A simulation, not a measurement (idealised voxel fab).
process module | voxel wiring stack
cross-section cut | 250 nm wide | cells 5 nm
A cross-section is a grid of square cells, given in bands from the top down. A band is one or more rows of cells.
Each band's line starts with the height of the band's top and of its bottom, in nm. Then come its materials from left to right, each with its width in nm. One material with "throughout" fills the band from edge to edge. "air" is empty space.
Height 0 is the level under which the wafer as received is all one material. The lowest band goes on downwards, as in "0 down".
A width such as "30 to 40" changes by the same amount from each row of cells to the next, from the band's top row to its bottom row.
"no change" after a step means that no cell of the cross-section changed.
closed voids: empty space of 8 cells or more with no open way to the top, each as width x height at its distance from the left edge, in nm
after a step's settings: what the simulator itself notes on the step
overlay nm, on a step with a mask: how far to the right of its planned place the mask lay; to the left if negative
plan
1 op RECEIVE | material Si
2 op CONFORMAL_DEP | material SiO2 | thk nm 15
3 op CONFORMAL_DEP | material SiN | thk nm 5
4 op DIRECTIONAL_DEP | material SiO2 | thk nm 15
5 op DIRECTIONAL_DEP | material aC | thk nm 15
6 op PATTERN | tone open | mask id METAL_1 | material resist | width nm 30 | pitch nm 60 | thk nm 30 | overlay nm 0
7 op DIRECTIONAL_ETCH | etch materials aC | depth nm 15
8 op STRIP | etch materials resist
9 op DIRECTIONAL_ETCH | etch materials SiO2 | depth nm 15
10 op DIRECTIONAL_ETCH | etch materials SiN | depth nm 5
11 op STRIP | etch materials aC
12 op CONFORMAL_DEP | material TiN | thk nm 5
13 op FILL_DEP | material Cu | thk nm 10
14 op CMP | height nm 35
15 op EPI | material Ru | thk nm 5
16 op FILL_DEP | material SiCN | thk nm 5
17 op DIRECTIONAL_DEP | material SiO2 | thk nm 10
18 op DIRECTIONAL_DEP | material aC | thk nm 15
19 op PATTERN | tone open | mask id PLUG_1 | material resist | width nm 15 | pitch nm 60 | thk nm 30 | overlay nm 0
20 op DIRECTIONAL_ETCH | etch materials aC | depth nm 15
21 op STRIP | etch materials resist
22 op DIRECTIONAL_ETCH | etch materials SiO2 | depth nm 10
23 op DIRECTIONAL_ETCH | etch materials SiCN | depth nm 5
24 op STRIP | etch materials aC
25 op EPI | material Ru | thk nm 10
26 op EPI | material Ru | thk nm 5
27 op CONFORMAL_DEP | material SiCN | thk nm 5
28 op DIRECTIONAL_DEP | material lowk | thk nm 20
29 op DIRECTIONAL_DEP | material aC | thk nm 15
30 op PATTERN | tone open | mask id METAL_2 | material resist | width nm 30 | pitch nm 60 | thk nm 30 | overlay nm 0
31 op DIRECTIONAL_ETCH | etch materials aC | depth nm 15
32 op STRIP | etch materials resist
33 op DIRECTIONAL_ETCH | etch materials lowk | depth nm 20
34 op DIRECTIONAL_ETCH | etch materials SiCN | depth nm 5
35 op STRIP | etch materials aC
36 op CONFORMAL_DEP | material TiN | thk nm 5
37 op FILL_DEP | material W | thk nm 10
38 op CMP | height nm 80
39 op CONFORMAL_DEP | material SiCN | thk nm 5
40 op DIRECTIONAL_DEP | material SiO2 | thk nm 30
41 op DIRECTIONAL_DEP | material aC | thk nm 15
42 op PATTERN | tone open | mask id METAL_3_HOLES | material resist | width nm 15 | pitch nm 60 | thk nm 35 | overlay nm 0
43 op DIRECTIONAL_ETCH | etch materials aC | depth nm 15
44 op STRIP | etch materials resist
45 op DIRECTIONAL_ETCH | etch materials SiO2 | depth nm 30
46 op STRIP | etch materials aC
47 op MASKED_ETCH | tone open | mask id METAL_3 | width nm 30 | pitch nm 60 | etch materials SiO2 | depth nm 15 | overlay nm 0
48 op MASKED_ETCH | tone open | mask id METAL_3 | width nm 30 | pitch nm 60 | etch materials SiCN | depth nm 5 | overlay nm 0
49 op CONFORMAL_DEP | material TiN | thk nm 5
50 op FILL_DEP | material Ru | thk nm 10
51 op CMP | height nm 115
52 op CONFORMAL_DEP | material SiCN | thk nm 5
53 op DIRECTIONAL_DEP | material lowk | thk nm 25
54 op PATTERN | tone open | mask id METAL_4_HOLES | material resist | width nm 15 | thk nm 15 | overlay nm 0
55 op DIRECTIONAL_ETCH | etch materials lowk | depth nm 25
56 op STRIP | etch materials resist
57 op MASKED_ETCH | tone open | mask id METAL_4 | width nm 30 | pitch nm 60 | etch materials lowk | depth nm 15 | overlay nm 0
58 op MASKED_ETCH | tone open | mask id METAL_4 | width nm 30 | pitch nm 60 | etch materials SiCN | depth nm 5 | overlay nm 0
59 op CONFORMAL_DEP | material TiN | thk nm 5
60 op FILL_DEP | material Cu | thk nm 10
61 op CMP | height nm 145
62 op CONFORMAL_DEP | material SiCN | thk nm 5
first wafer, as planned
as received, after step 1
  0 down: Si throughout
  closed voids: none
after step 2
  15 to 0: SiO2 throughout
  below 0: unchanged
after step 3
  20 to 15: SiN throughout
  below 15: unchanged
after step 4
  35 to 20: SiO2 throughout
  below 20: unchanged
after step 5
  50 to 35: aC throughout
  below 35: unchanged
after step 6
  80 to 50: resist 80 | air 30 | resist 30 | air 30 | resist 80
  below 50: unchanged
after step 7
  65 to 50: resist 80 | air 30 | resist 30 | air 30 | resist 80
  50 to 35: aC 80 | air 30 | aC 30 | air 30 | aC 80
  below 35: unchanged
after step 8
  50 to 35: aC 80 | air 30 | aC 30 | air 30 | aC 80
  below 35: unchanged
after step 9
  50 to 35: aC 80 | air 30 | aC 30 | air 30 | aC 80
  35 to 20: SiO2 80 | air 30 | SiO2 30 | air 30 | SiO2 80
  below 20: unchanged
after step 10
  50 to 35: aC 80 | air 30 | aC 30 | air 30 | aC 80
  35 to 20: SiO2 80 | air 30 | SiO2 30 | air 30 | SiO2 80
  20 to 15: SiN 80 | air 30 | SiN 30 | air 30 | SiN 80
  below 15: unchanged
after step 11
  35 to 20: SiO2 80 | air 30 | SiO2 30 | air 30 | SiO2 80
  below 20: unchanged
after step 12
  40 to 35: TiN 85 | air 20 | TiN 40 | air 20 | TiN 85
  35 to 20: SiO2 80 | TiN 5 | air 20 | TiN 5 | SiO2 30 | TiN 5 | air 20 | TiN 5 | SiO2 80
  20 to 15: SiN 80 | TiN 30 | SiN 30 | TiN 30 | SiN 80
  below 15: unchanged
after step 13
  50 to 40: Cu throughout
  40 to 35: TiN 85 | Cu 20 | TiN 40 | Cu 20 | TiN 85
  35 to 20: SiO2 80 | TiN 5 | Cu 20 | TiN 5 | SiO2 30 | TiN 5 | Cu 20 | TiN 5 | SiO2 80
  below 20: unchanged
after step 14
  35 to 20: SiO2 80 | TiN 5 | Cu 20 | TiN 5 | SiO2 30 | TiN 5 | Cu 20 | TiN 5 | SiO2 80
  below 20: unchanged
after step 15
  40 to 35: air 75 | Ru 40 | air 20 | Ru 40 | air 75
  below 35: unchanged
after step 16
  45 to 40: SiCN throughout
  40 to 35: SiCN 75 | Ru 40 | SiCN 20 | Ru 40 | SiCN 75
  below 35: unchanged
after step 17
  55 to 45: SiO2 throughout
  below 45: unchanged
after step 18
  70 to 55: aC throughout
  below 55: unchanged
after step 19
  100 to 70: resist 80 | air 15 | resist 45 | air 15 | resist 95
  below 70: unchanged
after step 20
  85 to 70: resist 80 | air 15 | resist 45 | air 15 | resist 95
  70 to 55: aC 80 | air 15 | aC 45 | air 15 | aC 95
  below 55: unchanged
after step 21
  70 to 55: aC 80 | air 15 | aC 45 | air 15 | aC 95
  below 55: unchanged
after step 22
  70 to 55: aC 80 | air 15 | aC 45 | air 15 | aC 95
  55 to 45: SiO2 80 | air 15 | SiO2 45 | air 15 | SiO2 95
  below 45: unchanged
after step 23
  70 to 55: aC 80 | air 15 | aC 45 | air 15 | aC 95
  55 to 45: SiO2 80 | air 15 | SiO2 45 | air 15 | SiO2 95
  45 to 40: SiCN 80 | air 15 | SiCN 45 | air 15 | SiCN 95
  below 40: unchanged
after step 24
  55 to 45: SiO2 80 | air 15 | SiO2 45 | air 15 | SiO2 95
  below 45: unchanged
after step 25
  55 to 50: SiO2 80 | air 15 | SiO2 45 | air 15 | SiO2 95
  50 to 45: SiO2 80 | Ru 15 | SiO2 45 | Ru 15 | SiO2 95
  45 to 35: SiCN 80 to 75 | Ru 15 to 40 | SiCN 45 to 20 | Ru 15 to 40 | SiCN 95 to 75
  below 35: unchanged
after step 26
  55 to 45: SiO2 80 | Ru 15 | SiO2 45 | Ru 15 | SiO2 95
  below 45: unchanged
after step 27
  60 to 55: SiCN throughout
  below 55: unchanged
after step 28
  80 to 60: lowk throughout
  below 60: unchanged
after step 29
  95 to 80: aC throughout
  below 80: unchanged
after step 30
  125 to 95: resist 80 | air 30 | resist 30 | air 30 | resist 80
  below 95: unchanged
after step 31
  110 to 95: resist 80 | air 30 | resist 30 | air 30 | resist 80
  95 to 80: aC 80 | air 30 | aC 30 | air 30 | aC 80
  below 80: unchanged
after step 32
  95 to 80: aC 80 | air 30 | aC 30 | air 30 | aC 80
  below 80: unchanged
after step 33
  95 to 80: aC 80 | air 30 | aC 30 | air 30 | aC 80
  80 to 60: lowk 80 | air 30 | lowk 30 | air 30 | lowk 80
  below 60: unchanged
after step 34
  95 to 80: aC 80 | air 30 | aC 30 | air 30 | aC 80
  80 to 60: lowk 80 | air 30 | lowk 30 | air 30 | lowk 80
  60 to 55: SiCN 80 | air 30 | SiCN 30 | air 30 | SiCN 80
  below 55: unchanged
after step 35
  80 to 60: lowk 80 | air 30 | lowk 30 | air 30 | lowk 80
  below 60: unchanged
after step 36
  85 to 80: TiN 85 | air 20 | TiN 40 | air 20 | TiN 85
  80 to 60: lowk 80 | TiN 5 | air 20 | TiN 5 | lowk 30 | TiN 5 | air 20 | TiN 5 | lowk 80
  60 to 55: SiCN 80 | TiN 30 | SiCN 30 | TiN 30 | SiCN 80
  below 55: unchanged
after step 37
  95 to 85: W throughout
  85 to 80: TiN 85 | W 20 | TiN 40 | W 20 | TiN 85
  80 to 60: lowk 80 | TiN 5 | W 20 | TiN 5 | lowk 30 | TiN 5 | W 20 | TiN 5 | lowk 80
  below 60: unchanged
after step 38
  80 to 60: lowk 80 | TiN 5 | W 20 | TiN 5 | lowk 30 | TiN 5 | W 20 | TiN 5 | lowk 80
  below 60: unchanged
after step 39
  85 to 80: SiCN throughout
  below 80: unchanged
after step 40
  115 to 85: SiO2 throughout
  below 85: unchanged
after step 41
  130 to 115: aC throughout
  below 115: unchanged
after step 42
  165 to 130: resist 80 | air 15 | resist 45 | air 15 | resist 95
  below 130: unchanged
after step 43
  150 to 130: resist 80 | air 15 | resist 45 | air 15 | resist 95
  130 to 115: aC 80 | air 15 | aC 45 | air 15 | aC 95
  below 115: unchanged
after step 44
  130 to 115: aC 80 | air 15 | aC 45 | air 15 | aC 95
  below 115: unchanged
after step 45
  130 to 115: aC 80 | air 15 | aC 45 | air 15 | aC 95
  115 to 85: SiO2 80 | air 15 | SiO2 45 | air 15 | SiO2 95
  below 85: unchanged
after step 46
  115 to 85: SiO2 80 | air 15 | SiO2 45 | air 15 | SiO2 95
  below 85: unchanged
after step 47
  115 to 100: SiO2 80 | air 30 | SiO2 30 | air 30 | SiO2 80
  below 100: unchanged
after step 48
  115 to 100: SiO2 80 | air 30 | SiO2 30 | air 30 | SiO2 80
  100 to 85: SiO2 80 | air 15 | SiO2 45 | air 15 | SiO2 95
  85 to 80: SiCN 80 | air 15 | SiCN 45 | air 15 | SiCN 95
  below 80: unchanged
after step 49
  120 to 115: TiN 85 | air 20 | TiN 40 | air 20 | TiN 85
  115 to 105: SiO2 80 | TiN 5 | air 20 | TiN 5 | SiO2 30 | TiN 5 | air 20 | TiN 5 | SiO2 80
  105 to 100: SiO2 80 | TiN 5 | air 5 | TiN 20 | SiO2 30 | TiN 5 | air 5 | TiN 20 | SiO2 80
  100 to 85: SiO2 80 | TiN 5 | air 5 | TiN 5 | SiO2 45 | TiN 5 | air 5 | TiN 5 | SiO2 95
  85 to 80: SiCN 80 | TiN 15 | SiCN 45 | TiN 15 | SiCN 95
  below 80: unchanged
after step 50
  130 to 120: Ru throughout
  120 to 115: TiN 85 | Ru 20 | TiN 40 | Ru 20 | TiN 85
  115 to 105: SiO2 80 | TiN 5 | Ru 20 | TiN 5 | SiO2 30 | TiN 5 | Ru 20 | TiN 5 | SiO2 80
  105 to 100: SiO2 80 | TiN 5 | Ru 5 | TiN 20 | SiO2 30 | TiN 5 | Ru 5 | TiN 20 | SiO2 80
  100 to 85: SiO2 80 | TiN 5 | Ru 5 | TiN 5 | SiO2 45 | TiN 5 | Ru 5 | TiN 5 | SiO2 95
  below 85: unchanged
after step 51
  115 to 105: SiO2 80 | TiN 5 | Ru 20 | TiN 5 | SiO2 30 | TiN 5 | Ru 20 | TiN 5 | SiO2 80
  below 105: unchanged
after step 52
  120 to 115: SiCN throughout
  below 115: unchanged
after step 53
  145 to 120: lowk throughout
  below 120: unchanged
after step 54
  160 to 145: resist 80 | air 15 | resist 155
  below 145: unchanged
after step 55
  160 to 145: resist 80 | air 15 | resist 155
  145 to 120: lowk 80 | air 15 | lowk 155
  below 120: unchanged
after step 56
  145 to 120: lowk 80 | air 15 | lowk 155
  below 120: unchanged
after step 57
  145 to 130: lowk 80 | air 30 | lowk 30 | air 30 | lowk 80
  below 130: unchanged
after step 58
  145 to 130: lowk 80 | air 30 | lowk 30 | air 30 | lowk 80
  130 to 120: lowk 80 | air 15 | lowk 155
  120 to 115: SiCN 80 | air 15 | SiCN 155
  below 115: unchanged
after step 59
  150 to 145: TiN 85 | air 20 | TiN 40 | air 20 | TiN 85
  145 to 135: lowk 80 | TiN 5 | air 20 | TiN 5 | lowk 30 | TiN 5 | air 20 | TiN 5 | lowk 80
  135 to 130: lowk 80 | TiN 5 | air 5 | TiN 20 | lowk 30 | TiN 30 | lowk 80
  130 to 120: lowk 80 | TiN 5 | air 5 | TiN 5 | lowk 155
  120 to 115: SiCN 80 | TiN 15 | SiCN 155
  below 115: unchanged
after step 60
  160 to 150: Cu throughout
  150 to 145: TiN 85 | Cu 20 | TiN 40 | Cu 20 | TiN 85
  145 to 135: lowk 80 | TiN 5 | Cu 20 | TiN 5 | lowk 30 | TiN 5 | Cu 20 | TiN 5 | lowk 80
  135 to 130: lowk 80 | TiN 5 | Cu 5 | TiN 20 | lowk 30 | TiN 30 | lowk 80
  130 to 120: lowk 80 | TiN 5 | Cu 5 | TiN 5 | lowk 155
  below 120: unchanged
after step 61
  145 to 135: lowk 80 | TiN 5 | Cu 20 | TiN 5 | lowk 30 | TiN 5 | Cu 20 | TiN 5 | lowk 80
  below 135: unchanged
after step 62
  150 to 145: SiCN throughout
  below 145: unchanged
second wafer: like start, like plan, one mistake. Through step 1 it matches the first wafer
when step 2 should have ended
  15 to 0: SiCN throughout
  below 0: unchanged
when step 3 should have ended
  20 to 15: SiN throughout
  below 15: unchanged
when step 4 should have ended
  35 to 20: SiO2 throughout
  below 20: unchanged
when step 5 should have ended
  50 to 35: aC throughout
  below 35: unchanged
when step 6 should have ended
  80 to 50: resist 80 | air 30 | resist 30 | air 30 | resist 80
  below 50: unchanged
when step 7 should have ended
  65 to 50: resist 80 | air 30 | resist 30 | air 30 | resist 80
  50 to 35: aC 80 | air 30 | aC 30 | air 30 | aC 80
  below 35: unchanged
when step 8 should have ended
  50 to 35: aC 80 | air 30 | aC 30 | air 30 | aC 80
  below 35: unchanged
when step 9 should have ended
  50 to 35: aC 80 | air 30 | aC 30 | air 30 | aC 80
  35 to 20: SiO2 80 | air 30 | SiO2 30 | air 30 | SiO2 80
  below 20: unchanged
when step 10 should have ended
  50 to 35: aC 80 | air 30 | aC 30 | air 30 | aC 80
  35 to 20: SiO2 80 | air 30 | SiO2 30 | air 30 | SiO2 80
  20 to 15: SiN 80 | air 30 | SiN 30 | air 30 | SiN 80
  below 15: unchanged
when step 11 should have ended
  35 to 20: SiO2 80 | air 30 | SiO2 30 | air 30 | SiO2 80
  below 20: unchanged
when step 12 should have ended
  40 to 35: TiN 85 | air 20 | TiN 40 | air 20 | TiN 85
  35 to 20: SiO2 80 | TiN 5 | air 20 | TiN 5 | SiO2 30 | TiN 5 | air 20 | TiN 5 | SiO2 80
  20 to 15: SiN 80 | TiN 30 | SiN 30 | TiN 30 | SiN 80
  below 15: unchanged
when step 13 should have ended
  50 to 40: Cu throughout
  40 to 35: TiN 85 | Cu 20 | TiN 40 | Cu 20 | TiN 85
  35 to 20: SiO2 80 | TiN 5 | Cu 20 | TiN 5 | SiO2 30 | TiN 5 | Cu 20 | TiN 5 | SiO2 80
  below 20: unchanged
when step 14 should have ended
  35 to 20: SiO2 80 | TiN 5 | Cu 20 | TiN 5 | SiO2 30 | TiN 5 | Cu 20 | TiN 5 | SiO2 80
  below 20: unchanged
when step 15 should have ended
  40 to 35: air 75 | Ru 40 | air 20 | Ru 40 | air 75
  below 35: unchanged
when step 16 should have ended
  45 to 40: SiCN throughout
  40 to 35: SiCN 75 | Ru 40 | SiCN 20 | Ru 40 | SiCN 75
  below 35: unchanged
when step 17 should have ended
  55 to 45: SiO2 throughout
  below 45: unchanged
when step 18 should have ended
  70 to 55: aC throughout
  below 55: unchanged
when step 19 should have ended
  100 to 70: resist 80 | air 15 | resist 45 | air 15 | resist 95
  below 70: unchanged
when step 20 should have ended
  85 to 70: resist 80 | air 15 | resist 45 | air 15 | resist 95
  70 to 55: aC 80 | air 15 | aC 45 | air 15 | aC 95
  below 55: unchanged
when step 21 should have ended
  70 to 55: aC 80 | air 15 | aC 45 | air 15 | aC 95
  below 55: unchanged
when step 22 should have ended
  70 to 55: aC 80 | air 15 | aC 45 | air 15 | aC 95
  55 to 45: SiO2 80 | air 15 | SiO2 45 | air 15 | SiO2 95
  below 45: unchanged
when step 23 should have ended
  70 to 55: aC 80 | air 15 | aC 45 | air 15 | aC 95
  55 to 45: SiO2 80 | air 15 | SiO2 45 | air 15 | SiO2 95
  45 to 40: SiCN 80 | air 15 | SiCN 45 | air 15 | SiCN 95
  below 40: unchanged
when step 24 should have ended
  55 to 45: SiO2 80 | air 15 | SiO2 45 | air 15 | SiO2 95
  below 45: unchanged
when step 25 should have ended
  55 to 50: SiO2 80 | air 15 | SiO2 45 | air 15 | SiO2 95
  50 to 45: SiO2 80 | Ru 15 | SiO2 45 | Ru 15 | SiO2 95
  45 to 35: SiCN 80 to 75 | Ru 15 to 40 | SiCN 45 to 20 | Ru 15 to 40 | SiCN 95 to 75
  below 35: unchanged
when step 26 should have ended
  55 to 45: SiO2 80 | Ru 15 | SiO2 45 | Ru 15 | SiO2 95
  below 45: unchanged
when step 27 should have ended
  60 to 55: SiCN throughout
  below 55: unchanged
when step 28 should have ended
  80 to 60: lowk throughout
  below 60: unchanged
when step 29 should have ended
  95 to 80: aC throughout
  below 80: unchanged
when step 30 should have ended
  125 to 95: resist 80 | air 30 | resist 30 | air 30 | resist 80
  below 95: unchanged
when step 31 should have ended
  110 to 95: resist 80 | air 30 | resist 30 | air 30 | resist 80
  95 to 80: aC 80 | air 30 | aC 30 | air 30 | aC 80
  below 80: unchanged
when step 32 should have ended
  95 to 80: aC 80 | air 30 | aC 30 | air 30 | aC 80
  below 80: unchanged
when step 33 should have ended
  95 to 80: aC 80 | air 30 | aC 30 | air 30 | aC 80
  80 to 60: lowk 80 | air 30 | lowk 30 | air 30 | lowk 80
  below 60: unchanged
when step 34 should have ended
  95 to 80: aC 80 | air 30 | aC 30 | air 30 | aC 80
  80 to 60: lowk 80 | air 30 | lowk 30 | air 30 | lowk 80
  60 to 55: SiCN 80 | air 30 | SiCN 30 | air 30 | SiCN 80
  below 55: unchanged
when step 35 should have ended
  80 to 60: lowk 80 | air 30 | lowk 30 | air 30 | lowk 80
  below 60: unchanged
when step 36 should have ended
  85 to 80: TiN 85 | air 20 | TiN 40 | air 20 | TiN 85
  80 to 60: lowk 80 | TiN 5 | air 20 | TiN 5 | lowk 30 | TiN 5 | air 20 | TiN 5 | lowk 80
  60 to 55: SiCN 80 | TiN 30 | SiCN 30 | TiN 30 | SiCN 80
  below 55: unchanged
when step 37 should have ended
  95 to 85: W throughout
  85 to 80: TiN 85 | W 20 | TiN 40 | W 20 | TiN 85
  80 to 60: lowk 80 | TiN 5 | W 20 | TiN 5 | lowk 30 | TiN 5 | W 20 | TiN 5 | lowk 80
  below 60: unchanged
when step 38 should have ended
  80 to 60: lowk 80 | TiN 5 | W 20 | TiN 5 | lowk 30 | TiN 5 | W 20 | TiN 5 | lowk 80
  below 60: unchanged
when step 39 should have ended
  85 to 80: SiCN throughout
  below 80: unchanged
when step 40 should have ended
  115 to 85: SiO2 throughout
  below 85: unchanged
when step 41 should have ended
  130 to 115: aC throughout
  below 115: unchanged
when step 42 should have ended
  165 to 130: resist 80 | air 15 | resist 45 | air 15 | resist 95
  below 130: unchanged
when step 43 should have ended
  150 to 130: resist 80 | air 15 | resist 45 | air 15 | resist 95
  130 to 115: aC 80 | air 15 | aC 45 | air 15 | aC 95
  below 115: unchanged
when step 44 should have ended
  130 to 115: aC 80 | air 15 | aC 45 | air 15 | aC 95
  below 115: unchanged
when step 45 should have ended
  130 to 115: aC 80 | air 15 | aC 45 | air 15 | aC 95
  115 to 85: SiO2 80 | air 15 | SiO2 45 | air 15 | SiO2 95
  below 85: unchanged
when step 46 should have ended
  115 to 85: SiO2 80 | air 15 | SiO2 45 | air 15 | SiO2 95
  below 85: unchanged
when step 47 should have ended
  115 to 100: SiO2 80 | air 30 | SiO2 30 | air 30 | SiO2 80
  below 100: unchanged
when step 48 should have ended
  115 to 100: SiO2 80 | air 30 | SiO2 30 | air 30 | SiO2 80
  100 to 85: SiO2 80 | air 15 | SiO2 45 | air 15 | SiO2 95
  85 to 80: SiCN 80 | air 15 | SiCN 45 | air 15 | SiCN 95
  below 80: unchanged
when step 49 should have ended
  120 to 115: TiN 85 | air 20 | TiN 40 | air 20 | TiN 85
  115 to 105: SiO2 80 | TiN 5 | air 20 | TiN 5 | SiO2 30 | TiN 5 | air 20 | TiN 5 | SiO2 80
  105 to 100: SiO2 80 | TiN 5 | air 5 | TiN 20 | SiO2 30 | TiN 5 | air 5 | TiN 20 | SiO2 80
  100 to 85: SiO2 80 | TiN 5 | air 5 | TiN 5 | SiO2 45 | TiN 5 | air 5 | TiN 5 | SiO2 95
  85 to 80: SiCN 80 | TiN 15 | SiCN 45 | TiN 15 | SiCN 95
  below 80: unchanged
when step 50 should have ended
  130 to 120: Ru throughout
  120 to 115: TiN 85 | Ru 20 | TiN 40 | Ru 20 | TiN 85
  115 to 105: SiO2 80 | TiN 5 | Ru 20 | TiN 5 | SiO2 30 | TiN 5 | Ru 20 | TiN 5 | SiO2 80
  105 to 100: SiO2 80 | TiN 5 | Ru 5 | TiN 20 | SiO2 30 | TiN 5 | Ru 5 | TiN 20 | SiO2 80
  100 to 85: SiO2 80 | TiN 5 | Ru 5 | TiN 5 | SiO2 45 | TiN 5 | Ru 5 | TiN 5 | SiO2 95
  below 85: unchanged
when step 51 should have ended
  115 to 105: SiO2 80 | TiN 5 | Ru 20 | TiN 5 | SiO2 30 | TiN 5 | Ru 20 | TiN 5 | SiO2 80
  below 105: unchanged
when step 52 should have ended
  120 to 115: SiCN throughout
  below 115: unchanged
when step 53 should have ended
  145 to 120: lowk throughout
  below 120: unchanged
when step 54 should have ended
  160 to 145: resist 80 | air 15 | resist 155
  below 145: unchanged
when step 55 should have ended
  160 to 145: resist 80 | air 15 | resist 155
  145 to 120: lowk 80 | air 15 | lowk 155
  below 120: unchanged
when step 56 should have ended
  145 to 120: lowk 80 | air 15 | lowk 155
  below 120: unchanged
when step 57 should have ended
  145 to 130: lowk 80 | air 30 | lowk 30 | air 30 | lowk 80
  below 130: unchanged
when step 58 should have ended
  145 to 130: lowk 80 | air 30 | lowk 30 | air 30 | lowk 80
  130 to 120: lowk 80 | air 15 | lowk 155
  120 to 115: SiCN 80 | air 15 | SiCN 155
  below 115: unchanged
when step 59 should have ended
  150 to 145: TiN 85 | air 20 | TiN 40 | air 20 | TiN 85
  145 to 135: lowk 80 | TiN 5 | air 20 | TiN 5 | lowk 30 | TiN 5 | air 20 | TiN 5 | lowk 80
  135 to 130: lowk 80 | TiN 5 | air 5 | TiN 20 | lowk 30 | TiN 30 | lowk 80
  130 to 120: lowk 80 | TiN 5 | air 5 | TiN 5 | lowk 155
  120 to 115: SiCN 80 | TiN 15 | SiCN 155
  below 115: unchanged
when step 60 should have ended
  160 to 150: Cu throughout
  150 to 145: TiN 85 | Cu 20 | TiN 40 | Cu 20 | TiN 85
  145 to 135: lowk 80 | TiN 5 | Cu 20 | TiN 5 | lowk 30 | TiN 5 | Cu 20 | TiN 5 | lowk 80
  135 to 130: lowk 80 | TiN 5 | Cu 5 | TiN 20 | lowk 30 | TiN 30 | lowk 80
  130 to 120: lowk 80 | TiN 5 | Cu 5 | TiN 5 | lowk 155
  below 120: unchanged
when step 61 should have ended
  145 to 135: lowk 80 | TiN 5 | Cu 20 | TiN 5 | lowk 30 | TiN 5 | Cu 20 | TiN 5 | lowk 80
  below 135: unchanged
when step 62 should have ended
  150 to 145: SiCN throughout
  below 145: unchanged
what went wrong: step 2 ran as: op CONFORMAL_DEP | material SiCN | thk nm 15
at the end the second wafer has, in cells: 150 more of SiCN | 150 fewer of SiO2
